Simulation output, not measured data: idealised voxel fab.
The process module presented herein is designated voxel capacitor over wiring.
We display cut, a cross-section 145 nm in width whose square cells are each 5 nm.
Cross-section spec: square-cell grid; bands listed top down; each band is one or more rows. Top, bottom (nm), then materials left to right with widths (nm); lone material tagged "edge to edge" fills the whole band edge to edge; "empty" = empty space. Heights are expressed relative to 0, this being the level below which the as-received wafer comprises one material exclusively. The lowest band is unbounded in the downward direction and is denoted as in "0..down". Top row gets the first number, bottom row gets the second, and each row in between changes by the same step: that is how a band width like "30->40" works. What does "nothing different" mean for a step? It means no cell of the cross-section changed in that step. Enclosed voids (no open way to top), threshold 8 cells or more, entry "Enclosed voids", notation width x height at distance, distance from left edge, nm. The remark found on a step's line after its settings is issued by the simulator itself and pertains to that step. If you see "overlay nm" on a step's line and that step has a mask, it's telling you how far right of where it was planned the mask ended up; a negative number means it went left instead.
# Below is the list of planned process steps
1 op RECEIVE | material Si
2 op CONFORMAL_DEP | material SiO2 | thk nm 15
3 op DIRECTIONAL_DEP | material TiN | thk nm 5
4 op DIRECTIONAL_DEP | material Ru | thk nm 15
5 op PATTERN | tone cover | mask id METAL_1 | material resist | width nm 25 | pitch nm 75 | thk nm 20 | overlay nm 0
6 op DIRECTIONAL_ETCH | etch materials Ru | depth nm 15
7 op DIRECTIONAL_ETCH | etch materials TiN | depth nm 5
8 op STRIP | etch materials resist
9 op FILL_DEP | material SiO2 | thk nm 10
10 op CMP | height nm 35
11 op CONFORMAL_DEP | material SiCN | thk nm 5
12 op DIRECTIONAL_DEP | material SiO2 | thk nm 10
13 op DIRECTIONAL_DEP | material aC | thk nm 15
14 op PATTERN | tone open | mask id PLUG_1 | material resist | width nm 15 | thk nm 30 | overlay nm 0
15 op DIRECTIONAL_ETCH | etch materials aC | depth nm 15
16 op STRIP | etch materials resist
17 op DIRECTIONAL_ETCH | etch materials SiO2 | depth nm 10
18 op DIRECTIONAL_ETCH | etch materials SiCN | depth nm 5
19 op STRIP | etch materials aC
20 op CONFORMAL_DEP | material TiN | thk nm 5
21 op FILL_DEP | material W | thk nm 5
22 op CMP | height nm 50
23 op DIRECTIONAL_DEP | material TiN | thk nm 5
24 op DIRECTIONAL_DEP | material Al2O3 | thk nm 5
25 op DIRECTIONAL_DEP | material TiN | thk nm 10
26 op DIRECTIONAL_DEP | material aC | thk nm 10
27 op PATTERN | tone cover | mask id UPPER_PLATE | material resist | width nm 55 | thk nm 25 | overlay nm 0
28 op DIRECTIONAL_ETCH | etch materials aC | depth nm 10
29 op STRIP | etch materials resist
30 op DIRECTIONAL_ETCH | etch materials TiN | depth nm 10
31 op DIRECTIONAL_ETCH | etch materials Al2O3 | depth nm 5
32 op STRIP | etch materials aC
33 op PATTERN | tone cover | mask id LOWER_PLATE | material resist | width nm 65 | thk nm 15 | overlay nm 0
34 op DIRECTIONAL_ETCH | etch materials TiN | depth nm 5
35 op STRIP | etch materials resist
36 op FILL_DEP | material SiO2 | thk nm 20
37 op CMP | height nm 85
38 op PATTERN | tone open | mask id PLUG_2 | material resist | width nm 15 | thk nm 20 | overlay nm 0
39 op DIRECTIONAL_ETCH | etch materials SiO2 | depth nm 15
40 op STRIP | etch materials resist
41 op CONFORMAL_DEP | material TiN | thk nm 5
42 op FILL_DEP | material Ru | thk nm 5
43 op CMP | height nm 85
44 op CONFORMAL_DEP | material SiN | thk nm 5
# first wafer, as planned
# Delivered wafer in cross-section: state after step 1
0..down: Si edge to edge
Enclosed voids: none
# Presented here is a cross-section of the wafer after step 2 has been performed
15..0: SiO2 edge to edge
Under 0: no change, same as before.
# Presented here is a cross-section of the wafer after step 3 has been performed
20..15: TiN edge to edge
Under 15: no change, same as before.
# Presented here is a cross-section of the wafer after step 4 has been performed
35..20: Ru edge to edge
Under 20: no change, same as before.
# Presented here is a cross-section of the wafer after step 5 has been performed
55..35: 20 nm empty, 25 nm resist, 50 nm empty, 25 nm resist, 25 nm empty
Under 35: no change, same as before.
# Presented here is a cross-section of the wafer after step 6 has been performed
55..35: 20 nm empty, 25 nm resist, 50 nm empty, 25 nm resist, 25 nm empty
35..20: 20 nm empty, 25 nm Ru, 50 nm empty, 25 nm Ru, 25 nm empty
Under 20: no change, same as before.
# Presented here is a cross-section of the wafer after step 7 has been performed
55..35: 20 nm empty, 25 nm resist, 50 nm empty, 25 nm resist, 25 nm empty
35..20: 20 nm empty, 25 nm Ru, 50 nm empty, 25 nm Ru, 25 nm empty
20..15: 20 nm empty, 25 nm TiN, 50 nm empty, 25 nm TiN, 25 nm empty
Under 15: no change, same as before.
# Presented here is a cross-section of the wafer after step 8 has been performed
35..20: 20 nm empty, 25 nm Ru, 50 nm empty, 25 nm Ru, 25 nm empty
Under 20: no change, same as before.
# Presented here is a cross-section of the wafer after step 9 has been performed
45..35: SiO2 edge to edge
35..20: 20 nm SiO2, 25 nm Ru, 50 nm SiO2, 25 nm Ru, 25 nm SiO2
20..15: 20 nm SiO2, 25 nm TiN, 50 nm SiO2, 25 nm TiN, 25 nm SiO2
Under 15: no change, same as before.
# Presented here is a cross-section of the wafer after step 10 has been performed
35..20: 20 nm SiO2, 25 nm Ru, 50 nm SiO2, 25 nm Ru, 25 nm SiO2
Under 20: no change, same as before.
# Presented here is a cross-section of the wafer after step 11 has been performed
40..35: SiCN edge to edge
Under 35: no change, same as before.
# Presented here is a cross-section of the wafer after step 12 has been performed
50..40: SiO2 edge to edge
Under 40: no change, same as before.
# Presented here is a cross-section of the wafer after step 13 has been performed
65..50: aC edge to edge
Under 50: no change, same as before.
# Presented here is a cross-section of the wafer after step 14 has been performed
95..65: 30 nm resist, 15 nm empty, 100 nm resist
Under 65: no change, same as before.
# Presented here is a cross-section of the wafer after step 15 has been performed
80..65: 30 nm resist, 15 nm empty, 100 nm resist
65..50: 30 nm aC, 15 nm empty, 100 nm aC
Under 50: no change, same as before.
# Presented here is a cross-section of the wafer after step 16 has been performed
65..50: 30 nm aC, 15 nm empty, 100 nm aC
Under 50: no change, same as before.
# Presented here is a cross-section of the wafer after step 17 has been performed
65..50: 30 nm aC, 15 nm empty, 100 nm aC
50..40: 30 nm SiO2, 15 nm empty, 100 nm SiO2
Under 40: no change, same as before.
# Presented here is a cross-section of the wafer after step 18 has been performed
65..50: 30 nm aC, 15 nm empty, 100 nm aC
50..40: 30 nm SiO2, 15 nm empty, 100 nm SiO2
40..35: 30 nm SiCN, 15 nm empty, 100 nm SiCN
Under 35: no change, same as before.
# Presented here is a cross-section of the wafer after step 19 has been performed
50..40: 30 nm SiO2, 15 nm empty, 100 nm SiO2
Under 40: no change, same as before.
# Presented here is a cross-section of the wafer after step 20 has been performed
55..50: 35 nm TiN, 5 nm empty, 105 nm TiN
50..40: 30 nm SiO2, 5 nm TiN, 5 nm empty, 5 nm TiN, 100 nm SiO2
40..35: 30 nm SiCN, 15 nm TiN, 100 nm SiCN
Under 35: no change, same as before.
# Presented here is a cross-section of the wafer after step 21 has been performed
60..55: W edge to edge
55..50: 35 nm TiN, 5 nm W, 105 nm TiN
50..40: 30 nm SiO2, 5 nm TiN, 5 nm W, 5 nm TiN, 100 nm SiO2
Under 40: no change, same as before.
# Presented here is a cross-section of the wafer after step 22 has been performed
50..40: 30 nm SiO2, 5 nm TiN, 5 nm W, 5 nm TiN, 100 nm SiO2
Under 40: no change, same as before.
# Presented here is a cross-section of the wafer after step 23 has been performed
55..50: TiN edge to edge
Under 50: no change, same as before.
# Presented here is a cross-section of the wafer after step 24 has been performed
60..55: Al2O3 edge to edge
Under 55: no change, same as before.
# Presented here is a cross-section of the wafer after step 25 has been performed
70..60: TiN edge to edge
Under 60: no change, same as before.
# Presented here is a cross-section of the wafer after step 26 has been performed
80..70: aC edge to edge
Under 70: no change, same as before.
# Presented here is a cross-section of the wafer after step 27 has been performed
105..80: 30 nm empty, 55 nm resist, 60 nm empty
Under 80: no change, same as before.
# Presented here is a cross-section of the wafer after step 28 has been performed
95..80: 30 nm empty, 55 nm resist, 60 nm empty
80..70: 30 nm empty, 55 nm aC, 60 nm empty
Under 70: no change, same as before.
# Presented here is a cross-section of the wafer after step 29 has been performed
80..70: 30 nm empty, 55 nm aC, 60 nm empty
Under 70: no change, same as before.
# Presented here is a cross-section of the wafer after step 30 has been performed
80..70: 30 nm empty, 55 nm aC, 60 nm empty
70..60: 30 nm empty, 55 nm TiN, 60 nm empty
Under 60: no change, same as before.
# Presented here is a cross-section of the wafer after step 31 has been performed
80..70: 30 nm empty, 55 nm aC, 60 nm empty
70..60: 30 nm empty, 55 nm TiN, 60 nm empty
60..55: 30 nm empty, 55 nm Al2O3, 60 nm empty
Under 55: no change, same as before.
# Presented here is a cross-section of the wafer after step 32 has been performed
70..60: 30 nm empty, 55 nm TiN, 60 nm empty
Under 60: no change, same as before.
# Presented here is a cross-section of the wafer after step 33 has been performed
85..70: 25 nm empty, 65 nm resist, 55 nm empty
70..60: 25 nm empty, 5 nm resist, 55 nm TiN, 5 nm resist, 55 nm empty
60..55: 25 nm empty, 5 nm resist, 55 nm Al2O3, 5 nm resist, 55 nm empty
Under 55: no change, same as before.
# Presented here is a cross-section of the wafer after step 34 has been performed
85..70: 25 nm empty, 65 nm resist, 55 nm empty
70..60: 25 nm empty, 5 nm resist, 55 nm TiN, 5 nm resist, 55 nm empty
60..55: 25 nm empty, 5 nm resist, 55 nm Al2O3, 5 nm resist, 55 nm empty
55..50: 25 nm empty, 65 nm TiN, 55 nm empty
Under 50: no change, same as before.
# Presented here is a cross-section of the wafer after step 35 has been performed
70..60: 30 nm empty, 55 nm TiN, 60 nm empty
60..55: 30 nm empty, 55 nm Al2O3, 60 nm empty
Under 55: no change, same as before.
# Presented here is a cross-section of the wafer after step 36 has been performed
90..70: SiO2 edge to edge
70..60: 30 nm SiO2, 55 nm TiN, 60 nm SiO2
60..55: 30 nm SiO2, 55 nm Al2O3, 60 nm SiO2
55..50: 25 nm SiO2, 65 nm TiN, 55 nm SiO2
Under 50: no change, same as before.
# Presented here is a cross-section of the wafer after step 37 has been performed
85..70: SiO2 edge to edge
Under 70: no change, same as before.
# Presented here is a cross-section of the wafer after step 38 has been performed
105..85: 40 nm resist, 15 nm empty, 90 nm resist
Under 85: no change, same as before.
# Presented here is a cross-section of the wafer after step 39 has been performed
105..85: 40 nm resist, 15 nm empty, 90 nm resist
85..70: 40 nm SiO2, 15 nm empty, 90 nm SiO2
Under 70: no change, same as before.
# Presented here is a cross-section of the wafer after step 40 has been performed
85..70: 40 nm SiO2, 15 nm empty, 90 nm SiO2
Under 70: no change, same as before.
# Presented here is a cross-section of the wafer after step 41 has been performed
90..85: 45 nm TiN, 5 nm empty, 95 nm TiN
85..75: 40 nm SiO2, 5 nm TiN, 5 nm empty, 5 nm TiN, 90 nm SiO2
75..70: 40 nm SiO2, 15 nm TiN, 90 nm SiO2
Under 70: no change, same as before.
# Presented here is a cross-section of the wafer after step 42 has been performed
95..90: Ru edge to edge
90..85: 45 nm TiN, 5 nm Ru, 95 nm TiN
85..75: 40 nm SiO2, 5 nm TiN, 5 nm Ru, 5 nm TiN, 90 nm SiO2
Under 75: no change, same as before.
# Presented here is a cross-section of the wafer after step 43 has been performed
85..75: 40 nm SiO2, 5 nm TiN, 5 nm Ru, 5 nm TiN, 90 nm SiO2
Under 75: no change, same as before.
# Presented here is a cross-section of the wafer after step 44 has been performed
90..85: SiN edge to edge
Under 85: no change, same as before.
# For the second wafer, take the first wafer's start and plan, then add one mistake made in running it; everything through step 32, that step included, is shared with the first
# Second wafer profile in section, at the moment step 33 of the plan was meant to be complete
85..70: 25 nm resist, 65 nm empty, 55 nm resist
70..60: 25 nm resist, 5 nm empty, 55 nm TiN, 5 nm empty, 55 nm resist
60..55: 25 nm resist, 5 nm empty, 55 nm Al2O3, 5 nm empty, 55 nm resist
Under 55: no change, same as before.
# Second wafer profile in section, at the moment step 34 of the plan was meant to be complete
85..65: 25 nm resist, 65 nm empty, 55 nm resist
65..60: 25 nm resist, 5 nm empty, 55 nm TiN, 5 nm empty, 55 nm resist
60..55: 25 nm resist, 5 nm empty, 55 nm Al2O3, 5 nm empty, 55 nm resist
55..50: 25 nm TiN, 5 nm empty, 55 nm TiN, 5 nm empty, 55 nm TiN
Under 50: no change, same as before.
# Second wafer profile in section, at the moment step 35 of the plan was meant to be complete
65..60: 30 nm empty, 55 nm TiN, 60 nm empty
60..55: 30 nm empty, 55 nm Al2O3, 60 nm empty
Under 55: no change, same as before.
# Second wafer profile in section, at the moment step 36 of the plan was meant to be complete
85..65: SiO2 edge to edge
65..60: 30 nm SiO2, 55 nm TiN, 60 nm SiO2
60..55: 30 nm SiO2, 55 nm Al2O3, 60 nm SiO2
55..50: 25 nm TiN, 5 nm SiO2, 55 nm TiN, 5 nm SiO2, 55 nm TiN
Under 50: no change, same as before.
Second wafer profile in section, at the moment step 37 of the plan was meant to be complete: nothing different
# Second wafer profile in section, at the moment step 38 of the plan was meant to be complete
105..85: 40 nm resist, 15 nm empty, 90 nm resist
Under 85: no change, same as before.
# Second wafer profile in section, at the moment step 39 of the plan was meant to be complete
105..85: 40 nm resist, 15 nm empty, 90 nm resist
85..70: 40 nm SiO2, 15 nm empty, 90 nm SiO2
Under 70: no change, same as before.
# Second wafer profile in section, at the moment step 40 of the plan was meant to be complete
85..70: 40 nm SiO2, 15 nm empty, 90 nm SiO2
Under 70: no change, same as before.
# Second wafer profile in section, at the moment step 41 of the plan was meant to be complete
90..85: 45 nm TiN, 5 nm empty, 95 nm TiN
85..75: 40 nm SiO2, 5 nm TiN, 5 nm empty, 5 nm TiN, 90 nm SiO2
75..70: 40 nm SiO2, 15 nm TiN, 90 nm SiO2
Under 70: no change, same as before.
# Second wafer profile in section, at the moment step 42 of the plan was meant to be complete
95..90: Ru edge to edge
90..85: 45 nm TiN, 5 nm Ru, 95 nm TiN
85..75: 40 nm SiO2, 5 nm TiN, 5 nm Ru, 5 nm TiN, 90 nm SiO2
Under 75: no change, same as before.
# Second wafer profile in section, at the moment step 43 of the plan was meant to be complete
85..75: 40 nm SiO2, 5 nm TiN, 5 nm Ru, 5 nm TiN, 90 nm SiO2
Under 75: no change, same as before.
# Second wafer profile in section, at the moment step 44 of the plan was meant to be complete
90..85: SiN edge to edge
Under 85: no change, same as before.
Deviation from plan: note that step 33 departed from the planned setting and was carried out as op PATTERN | tone open | mask id LOWER_PLATE | material resist | width nm 65 | thk nm 15 | overlay nm 0
The second wafer ends with more or fewer cells of some materials than the first, per final count: -3 SiO2; +3 TiN
